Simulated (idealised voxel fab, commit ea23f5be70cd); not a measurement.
Process module under the name voxel ribs on slabs
The cross-section shown here is cut; it is 185 nm wide and divided into square cells measuring 5 nm on a side.
Cross-section, as written here: a square-cell grid given band by band from the top down, where a band holds one or more rows of cells. Within each band entry, the heights of the top and of the bottom of the band appear first, in that order and in nm; the materials of the band then follow from left to right, each with its corresponding width in nm. The designation "all across" on a single material indicates that it fills the band from edge to edge; the designation "empty" indicates empty space. Counting heights begins at 0, where everything beneath is, in the wafer as received, one material. The lowest band has no bottom; it goes on downwards, as "0 and below" shows. Graded width ("30..40"): value in top row of band = first number; value in bottom row = second number; row-to-row change constant. Reading "no alteration" for a step: not a cell of the cross-section changed in it. Closed-off voids of 8+ cells (no open route to the top) go in "Entrapped void list", written width x height at distance from the left edge, in nm. It should be noted that, on the line of a given step, the content following the step's settings is a remark produced by the simulator itself with respect to that step. "overlay nm" on a masked step: distance the mask lay right of its planned place, negative for left. Pairs ahead. Before: cross-section ahead of one process step. After: cross-section once the step is done, shown to the lowest changed band only. Under each pair: that step, with settings. Caution: pairs may come from different runs of this module on the same starting wafer; a pair follows the pair above only where its "Geometry before processing" entry says so.

# Geometry before processing
55 down to 50 | TiN all across
50 down to 35 | SiO2 all across
35 down to 30 | SiO2=90 / SiN=15 / SiO2=80
30 down to 20 | SiO2=60 / SiN=65 / SiO2=60
20 down to 0 | SiO2 all across
0 and below | Si all across
Entrapped void list: none

# Post-Step Snapshot
70 down to 55 | aC all across
No changes below 55.
Entrapped void list: none
The transition between the preceding cross-sections is accomplished by DIRECTIONAL_DEP [material aC] [thk nm 15]

Geometry before processing: The structure entering this step is exactly what the pair just above shows after its step.

# Post-Step Snapshot
100 down to 70 | empty=80 / resist=25 / empty=80
No changes below 70.
Entrapped void list: none
The transition between the preceding cross-sections is accomplished by PATTERN [tone cover] [mask id HEATER] [material resist] [width nm 25] [thk nm 30] [overlay nm 0]

Geometry before processing: The structure entering this step is exactly what the pair just above shows after its step.

# Post-Step Snapshot
85 down to 70 | empty=80 / resist=25 / empty=80
70 down to 55 | empty=80 / aC=25 / empty=80
No changes below 55.
Entrapped void list: none
The transition between the preceding cross-sections is accomplished by DIRECTIONAL_ETCH [etch materials aC] [depth nm 15]

Geometry before processing: The structure entering this step is exactly what the pair just above shows after its step.

# Post-Step Snapshot
70 down to 55 | empty=80 / aC=25 / empty=80
No changes below 55.
Entrapped void list: none
The transition between the preceding cross-sections is accomplished by STRIP [etch materials resist]

Geometry before processing: The structure entering this step is exactly what the pair just above shows after its step.

# Post-Step Snapshot
70 down to 55 | empty=80 / aC=25 / empty=80
55 down to 50 | empty=80 / TiN=25 / empty=80
No changes below 50.
Entrapped void list: none
The transition between the preceding cross-sections is accomplished by DIRECTIONAL_ETCH [etch materials TiN] [depth nm 5]

Geometry before processing: The structure entering this step is exactly what the pair just above shows after its step.

# Post-Step Snapshot
55 down to 50 | empty=80 / TiN=25 / empty=80
No changes below 50.
Entrapped void list: none
The transition between the preceding cross-sections is accomplished by STRIP [etch materials aC]

Geometry before processing: The structure entering this step is exactly what the pair just above shows after its step.

# Post-Step Snapshot
60 down to 55 | empty=75 / SiO2=35 / empty=75
55 down to 50 | SiO2=80 / TiN=25 / SiO2=80
No changes below 50.
Entrapped void list: none
The transition between the preceding cross-sections is accomplished by CONFORMAL_DEP [material SiO2] [thk nm 5]

# Geometry before processing
20 down to 0 | SiO2 all across
0 and below | Si all across
Entrapped void list: none

# Post-Step Snapshot
35 down to 0 | SiO2 all across
No changes below 0.
Entrapped void list: none
The transition between the preceding cross-sections is accomplished by DIRECTIONAL_DEP [material SiO2] [thk nm 15]

Geometry before processing: The structure entering this step is exactly what the pair just above shows after its step.

# Post-Step Snapshot
55 down to 35 | empty=85 / resist=15 / empty=85
No changes below 35.
Entrapped void list: none
The transition between the preceding cross-sections is accomplished by PATTERN [tone cover] [mask id RIB] [material resist] [width nm 15] [thk nm 20] [overlay nm 0]

Geometry before processing: The structure entering this step is exactly what the pair just above shows after its step.

# Post-Step Snapshot
35 down to 0 | SiO2 all across
No changes below 0.
Entrapped void list: none
The transition between the preceding cross-sections is accomplished by STRIP [etch materials resist]

Geometry before processing: The structure entering this step is exactly what the pair just above shows after its step.

# Post-Step Snapshot
45 down to 35 | aC all across
No changes below 35.
Entrapped void list: none
The transition between the preceding cross-sections is accomplished by DIRECTIONAL_DEP [material aC] [thk nm 10]

Geometry before processing: The structure entering this step is exactly what the pair just above shows after its step.

# Post-Step Snapshot
75 down to 45 | empty=60 / resist=65 / empty=60
No changes below 45.
Entrapped void list: none
The transition between the preceding cross-sections is accomplished by PATTERN [tone cover] [mask id SLAB] [material resist] [width nm 65] [thk nm 30] [overlay nm 0]

Geometry before processing: The structure entering this step is exactly what the pair just above shows after its step.

# Post-Step Snapshot
65 down to 45 | empty=60 / resist=65 / empty=60
45 down to 35 | empty=60 / aC=65 / empty=60
No changes below 35.
Entrapped void list: none
The transition between the preceding cross-sections is accomplished by DIRECTIONAL_ETCH [etch materials aC] [depth nm 10]

Geometry before processing: The structure entering this step is exactly what the pair just above shows after its step.

# Post-Step Snapshot
45 down to 35 | empty=60 / aC=65 / empty=60
No changes below 35.
Entrapped void list: none
The transition between the preceding cross-sections is accomplished by STRIP [etch materials resist]

Geometry before processing: The structure entering this step is exactly what the pair just above shows after its step.

# Post-Step Snapshot
35 down to 0 | SiO2 all across
No changes below 0.
Entrapped void list: none
The transition between the preceding cross-sections is accomplished by STRIP [etch materials aC]

Geometry before processing: The structure entering this step is exactly what the pair just above shows after its step.

# Post-Step Snapshot
55 down to 0 | SiO2 all across
No changes below 0.
Entrapped void list: none
The transition between the preceding cross-sections is accomplished by FILL_DEP [material SiO2] [thk nm 20]

Geometry before processing: The structure entering this step is exactly what the pair just above shows after its step.

# Post-Step Snapshot
50 down to 0 | SiO2 all across
No changes below 0.
Entrapped void list: none
The transition between the preceding cross-sections is accomplished by CMP [height nm 50]

Geometry before processing: The structure entering this step is exactly what the pair just above shows after its step.

# Post-Step Snapshot
55 down to 50 | TiN all across
No changes below 50.
Entrapped void list: none
The transition between the preceding cross-sections is accomplished by DIRECTIONAL_DEP [material TiN] [thk nm 5]

Geometry before processing: The structure entering this step is exactly what the pair just above shows after its step.

# Post-Step Snapshot
70 down to 55 | aC all across
No changes below 55.
Entrapped void list: none
The transition between the preceding cross-sections is accomplished by DIRECTIONAL_DEP [material aC] [thk nm 15]

Geometry before processing: The structure entering this step is exactly what the pair just above shows after its step.

# Post-Step Snapshot
100 down to 70 | empty=80 / resist=25 / empty=80
No changes below 70.
Entrapped void list: none
The transition between the preceding cross-sections is accomplished by PATTERN [tone cover] [mask id HEATER] [material resist] [width nm 25] [thk nm 30] [overlay nm 0]

Geometry before processing: The structure entering this step is exactly what the pair just above shows after its step.

# Post-Step Snapshot
85 down to 70 | empty=80 / resist=25 / empty=80
70 down to 55 | empty=80 / aC=25 / empty=80
No changes below 55.
Entrapped void list: none
The transition between the preceding cross-sections is accomplished by DIRECTIONAL_ETCH [etch materials aC] [depth nm 15]

Geometry before processing: The structure entering this step is exactly what the pair just above shows after its step.

# Post-Step Snapshot
70 down to 55 | empty=80 / aC=25 / empty=80
No changes below 55.
Entrapped void list: none
The transition between the preceding cross-sections is accomplished by STRIP [etch materials resist]

Geometry before processing: The structure entering this step is exactly what the pair just above shows after its step.

# Post-Step Snapshot
70 down to 55 | empty=80 / aC=25 / empty=80
55 down to 50 | empty=80 / TiN=25 / empty=80
No changes below 50.
Entrapped void list: none
The transition between the preceding cross-sections is accomplished by DIRECTIONAL_ETCH [etch materials TiN] [depth nm 5]

Geometry before processing: The structure entering this step is exactly what the pair just above shows after its step.

# Post-Step Snapshot
55 down to 50 | empty=80 / TiN=25 / empty=80
No changes below 50.
Entrapped void list: none
The transition between the preceding cross-sections is accomplished by STRIP [etch materials aC]

Geometry before processing: The structure entering this step is exactly what the pair just above shows after its step.

# Post-Step Snapshot
60 down to 55 | empty=75 / SiO2=35 / empty=75
55 down to 50 | SiO2=80 / TiN=25 / SiO2=80
No changes below 50.
Entrapped void list: none
The transition between the preceding cross-sections is accomplished by CONFORMAL_DEP [material SiO2] [thk nm 5]

# Geometry before processing
45 down to 40 | empty=85 / aC=15 / empty=85
40 down to 35 | aC all across
35 down to 30 | aC=85 / SiN=15 / aC=85
30 down to 20 | SiN all across
20 down to 0 | SiO2 all across
0 and below | Si all across
Entrapped void list: none

# Post-Step Snapshot
75 down to 45 | resist=60 / empty=65 / resist=60
45 down to 40 | resist=60 / empty=25 / aC=15 / empty=25 / resist=60
No changes below 40.
Entrapped void list: none
The transition between the preceding cross-sections is accomplished by PATTERN [tone open] [mask id SLAB] [material resist] [width nm 65] [thk nm 30] [overlay nm 0]

Geometry before processing: The structure entering this step is exactly what the pair just above shows after its step.

# Post-Step Snapshot
65 down to 40 | resist=60 / empty=65 / resist=60
40 down to 35 | aC=60 / empty=65 / aC=60
35 down to 30 | aC=60 / empty=25 / SiN=15 / empty=25 / aC=60
No changes below 30.
Entrapped void list: none
The transition between the preceding cross-sections is accomplished by DIRECTIONAL_ETCH [etch materials aC] [depth nm 10]

Geometry before processing: The structure entering this step is exactly what the pair just above shows after its step.

# Post-Step Snapshot
40 down to 35 | aC=60 / empty=65 / aC=60
No changes below 35.
Entrapped void list: none
The transition between the preceding cross-sections is accomplished by STRIP [etch materials resist]

Geometry before processing: The structure entering this step is exactly what the pair just above shows after its step.

# Post-Step Snapshot
40 down to 30 | aC=60 / empty=65 / aC=60
30 down to 25 | SiN=60 / empty=65 / SiN=60
25 down to 20 | SiN=60 / empty=25 / SiN=15 / empty=25 / SiN=60
No changes below 20.
Entrapped void list: none
The transition between the preceding cross-sections is accomplished by DIRECTIONAL_ETCH [etch materials SiN] [depth nm 10]

Geometry before processing: The structure entering this step is exactly what the pair just above shows after its step.

# Post-Step Snapshot
30 down to 25 | SiN=60 / empty=65 / SiN=60
No changes below 25.
Entrapped void list: none
The transition between the preceding cross-sections is accomplished by STRIP [etch materials aC]

Geometry before processing: The structure entering this step is exactly what the pair just above shows after its step.

# Post-Step Snapshot
50 down to 30 | SiO2 all across
30 down to 25 | SiN=60 / SiO2=65 / SiN=60
25 down to 20 | SiN=60 / SiO2=25 / SiN=15 / SiO2=25 / SiN=60
No changes below 20.
Entrapped void list: none
The transition between the preceding cross-sections is accomplished by FILL_DEP [material SiO2] [thk nm 20]

Geometry before processing: The structure entering this step is exactly what the pair just above shows after its step.

# Post-Step Snapshot
55 down to 50 | TiN all across
No changes below 50.
Entrapped void list: none
The transition between the preceding cross-sections is accomplished by DIRECTIONAL_DEP [material TiN] [thk nm 5]

Geometry before processing: The structure entering this step is exactly what the pair just above shows after its step.

# Post-Step Snapshot
70 down to 55 | aC all across
No changes below 55.
Entrapped void list: none
The transition between the preceding cross-sections is accomplished by DIRECTIONAL_DEP [material aC] [thk nm 15]

Geometry before processing: The structure entering this step is exactly what the pair just above shows after its step.

# Post-Step Snapshot
100 down to 70 | empty=80 / resist=25 / empty=80
No changes below 70.
Entrapped void list: none
The transition between the preceding cross-sections is accomplished by PATTERN [tone cover] [mask id HEATER] [material resist] [width nm 25] [thk nm 30] [overlay nm 0]

Geometry before processing: The structure entering this step is exactly what the pair just above shows after its step.

# Post-Step Snapshot
85 down to 70 | empty=80 / resist=25 / empty=80
70 down to 55 | empty=80 / aC=25 / empty=80
No changes below 55.
Entrapped void list: none
The transition between the preceding cross-sections is accomplished by DIRECTIONAL_ETCH [etch materials aC] [depth nm 15]

Geometry before processing: The structure entering this step is exactly what the pair just above shows after its step.

# Post-Step Snapshot
70 down to 55 | empty=80 / aC=25 / empty=80
No changes below 55.
Entrapped void list: none
The transition between the preceding cross-sections is accomplished by STRIP [etch materials resist]

Geometry before processing: The structure entering this step is exactly what the pair just above shows after its step.

# Post-Step Snapshot
70 down to 55 | empty=80 / aC=25 / empty=80
55 down to 50 | empty=80 / TiN=25 / empty=80
No changes below 50.
Entrapped void list: none
The transition between the preceding cross-sections is accomplished by DIRECTIONAL_ETCH [etch materials TiN] [depth nm 5]

Geometry before processing: The structure entering this step is exactly what the pair just above shows after its step.

# Post-Step Snapshot
55 down to 50 | empty=80 / TiN=25 / empty=80
No changes below 50.
Entrapped void list: none
The transition between the preceding cross-sections is accomplished by STRIP [etch materials aC]

Geometry before processing: The structure entering this step is exactly what the pair just above shows after its step.

# Post-Step Snapshot
60 down to 55 | empty=75 / SiO2=35 / empty=75
55 down to 50 | SiO2=80 / TiN=25 / SiO2=80
No changes below 50.
Entrapped void list: none
The transition between the preceding cross-sections is accomplished by CONFORMAL_DEP [material SiO2] [thk nm 5]
